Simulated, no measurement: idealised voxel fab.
The document below concerns the process module designated voxel wiring stack.
Section shown: cut. Width: 200 nm. Cell size: 5 nm, square.
Think of the cross-section as a grid of square cells. We describe it in bands, top to bottom, and each band covers one or more rows of those cells.
Band entry format. Leading values: height of top, height of bottom, nm. Remainder: materials in left-to-right order, each with its width in nm. Special words: "everywhere" on a single material, which then fills the band edge to edge; "air", empty space.
Ref level 0: as-received wafer is one material below here. Bottom band extends down with no lower bound ("0..down").
Quick explanation for "30->40": the width changes in equal steps down the rows of cells, from the first number in the band's top row to the second number in its bottom row.
When a step is marked "nothing different", none of the cells in the cross-section changed during that step.
Enclosed voids (no open way to top), threshold 8 cells or more, entry "Sealed voids", notation width x height at distance, distance from left edge, nm.
Anything after a step's settings on that line? It's the simulator's own note about the step.
overlay nm, on a step with a mask: how far to the right of its planned place the mask lay; to the left if negative
[Planned step list for the process]
- 1: RECEIVE [material Si]
- 2: CONFORMAL_DEP [material SiO2] [thk nm 15]
- 3: DIRECTIONAL_DEP [material TiN] [thk nm 5]
- 4: DIRECTIONAL_DEP [material W] [thk nm 25]
- 5: PATTERN [tone cover] [mask id METAL_1] [material resist] [width nm 25] [pitch nm 55] [thk nm 20] [overlay nm 0]
- 6: DIRECTIONAL_ETCH [etch materials W] [depth nm 25]
- 7: DIRECTIONAL_ETCH [etch materials TiN] [depth nm 5]
- 8: STRIP [etch materials resist]
- 9: CONFORMAL_DEP [material SiCN] [thk nm 5]
- 10: FILL_DEP [material lowk] [thk nm 5]
- 11: CMP [height nm 45]
- 12: CONFORMAL_DEP [material SiCN] [thk nm 5]
- 13: DIRECTIONAL_DEP [material lowk] [thk nm 20]
- 14: DIRECTIONAL_DEP [material aC] [thk nm 15]
- 15: PATTERN [tone open] [mask id PLUG_1] [material resist] [width nm 15] [thk nm 30] [overlay nm 0]
- 16: DIRECTIONAL_ETCH [etch materials aC] [depth nm 15]
- 17: STRIP [etch materials resist]
- 18: DIRECTIONAL_ETCH [etch materials lowk] [depth nm 20]
- 19: DIRECTIONAL_ETCH [etch materials SiCN] [depth nm 5]
- 20: STRIP [etch materials aC]
- 21: EPI [material Ru] [thk nm 10]
- 22: EPI [material Ru] [thk nm 10]
- 23: EPI [material Ru] [thk nm 5]
- 24: DIRECTIONAL_DEP [material TiN] [thk nm 5]
- 25: DIRECTIONAL_DEP [material Ru] [thk nm 20]
- 26: DIRECTIONAL_DEP [material aC] [thk nm 15]
- 27: PATTERN [tone cover] [mask id METAL_2] [material resist] [width nm 25] [pitch nm 55] [thk nm 30] [overlay nm 0]
- 28: DIRECTIONAL_ETCH [etch materials aC] [depth nm 15]
- 29: STRIP [etch materials resist]
- 30: DIRECTIONAL_ETCH [etch materials Ru] [depth nm 20]
- 31: DIRECTIONAL_ETCH [etch materials TiN] [depth nm 5]
- 32: STRIP [etch materials aC]
- 33: CONFORMAL_DEP [material SiN] [thk nm 5]
- 34: FILL_DEP [material SiO2] [thk nm 10]
- 35: CMP [height nm 95]
- 36: CONFORMAL_DEP [material SiCN] [thk nm 5]
- 37: DIRECTIONAL_DEP [material lowk] [thk nm 10]
- 38: DIRECTIONAL_DEP [material aC] [thk nm 10]
- 39: PATTERN [tone open] [mask id PLUG_2] [material resist] [width nm 15] [pitch nm 55] [thk nm 25] [overlay nm 0]
- 40: DIRECTIONAL_ETCH [etch materials aC] [depth nm 10]
- 41: STRIP [etch materials resist]
- 42: DIRECTIONAL_ETCH [etch materials lowk] [depth nm 10]
- 43: DIRECTIONAL_ETCH [etch materials SiCN] [depth nm 5]
- 44: STRIP [etch materials aC]
- 45: CONFORMAL_DEP [material TiN] [thk nm 5]
- 46: FILL_DEP [material Ru] [thk nm 10]
- 47: CMP [height nm 110]
- 48: CONFORMAL_DEP [material SiN] [thk nm 5]
- 49: DIRECTIONAL_DEP [material SiO2] [thk nm 25]
- 50: PATTERN [tone open] [mask id METAL_3] [material resist] [width nm 25] [pitch nm 55] [thk nm 20] [overlay nm 0]
- 51: DIRECTIONAL_ETCH [etch materials SiO2] [depth nm 25]
- 52: DIRECTIONAL_ETCH [etch materials SiN] [depth nm 5]
- 53: STRIP [etch materials resist]
- 54: CONFORMAL_DEP [material TiN] [thk nm 5]
- 55: FILL_DEP [material Cu] [thk nm 10]
- 56: CMP [height nm 140]
- 57: CONFORMAL_DEP [material SiCN] [thk nm 5]
[Cross-section of the wafer at receipt, which is the condition after step 1]
- 0..down = Si everywhere
- Sealed voids: none
[Cross-section taken at module completion on the first of two wafers; processed per the plan]
- 145..140 = SiCN everywhere
- 140..115 = 60 nm SiO2; 5 nm TiN; 15 nm Cu; 5 nm TiN; 30 nm SiO2; 5 nm TiN; 15 nm Cu; 5 nm TiN; 60 nm SiO2
- 115..110 = 60 nm SiN; 25 nm TiN; 30 nm SiN; 25 nm TiN; 60 nm SiN
- 110..100 = 60 nm lowk; 5 nm TiN; 5 nm Ru; 5 nm TiN; 40 nm lowk; 5 nm TiN; 5 nm Ru; 5 nm TiN; 70 nm lowk
- 100..95 = 60 nm SiCN; 15 nm TiN; 40 nm SiCN; 15 nm TiN; 70 nm SiCN
- 95..75 = 55 nm SiO2; 5 nm SiN; 25 nm Ru; 5 nm SiN; 20 nm SiO2; 5 nm SiN; 25 nm Ru; 5 nm SiN; 55 nm SiO2
- 75..70 = 60 nm SiN; 25 nm TiN; 30 nm SiN; 25 nm TiN; 60 nm SiN
- 70..50 = 60 nm lowk; 15 nm Ru; 125 nm lowk
- 50..45 = 60 nm SiCN; 15 nm Ru; 125 nm SiCN
- 45..20 = 55 nm lowk; 5 nm SiCN; 25 nm W; 5 nm SiCN; 20 nm lowk; 5 nm SiCN; 25 nm W; 5 nm SiCN; 55 nm lowk
- 20..15 = 60 nm SiCN; 25 nm TiN; 30 nm SiCN; 25 nm TiN; 60 nm SiCN
- 15..0 = SiO2 everywhere
- 0..down = Si everywhere
- Sealed voids: none
[Module end: cross-section of wafer two of two. Same start and process plan as the first wafer. One mistake during execution]
- 145..140 = SiCN everywhere
- 140..115 = 60 nm SiO2; 5 nm TiN; 15 nm Cu; 5 nm TiN; 30 nm SiO2; 5 nm TiN; 15 nm Cu; 5 nm TiN; 60 nm SiO2
- 115..110 = 60 nm SiN; 25 nm TiN; 30 nm SiN; 25 nm TiN; 60 nm SiN
- 110..100 = 60 nm lowk; 5 nm TiN; 5 nm Ru; 5 nm TiN; 40 nm lowk; 5 nm TiN; 5 nm Ru; 5 nm TiN; 70 nm lowk
- 100..95 = 60 nm SiCN; 15 nm TiN; 40 nm SiCN; 15 nm TiN; 70 nm SiCN
- 95..85 = 70->55 nm SiO2; 5->20 nm SiN; 10 nm Ru; 5 nm SiN; 20 nm SiO2; 5 nm SiN; 25 nm Ru; 5 nm SiN; 55 nm SiO2
- 85..75 = 55 nm SiO2; 5 nm SiN; 25 nm Ru; 5 nm SiN; 20 nm SiO2; 5 nm SiN; 25 nm Ru; 5 nm SiN; 55 nm SiO2
- 75..70 = 60 nm SiN; 15 nm Ru; 10 nm TiN; 30 nm SiN; 25 nm TiN; 60 nm SiN
- 70..65 = 60 nm lowk; 15 nm Ru; 125 nm lowk
- 65..60 = 60 nm lowk; 15 nm TiN; 125 nm lowk
- 60..50 = 60 nm lowk; 15 nm Ru; 125 nm lowk
- 50..45 = 60 nm SiCN; 15 nm Ru; 125 nm SiCN
- 45..20 = 55 nm lowk; 5 nm SiCN; 25 nm W; 5 nm SiCN; 20 nm lowk; 5 nm SiCN; 25 nm W; 5 nm SiCN; 55 nm lowk
- 20..15 = 60 nm SiCN; 25 nm TiN; 30 nm SiCN; 25 nm TiN; 60 nm SiCN
- 15..0 = SiO2 everywhere
- 0..down = Si everywhere
- Sealed voids: none
Want to know what went wrong? a step was left out from among the identical steps 21 and 22, and there is no telling which
Wrapping up, a cell-based count of both wafers puts the second over or under the first for these materials: 6 fewer of Ru | 3 more of SiN | 3 more of SiO2
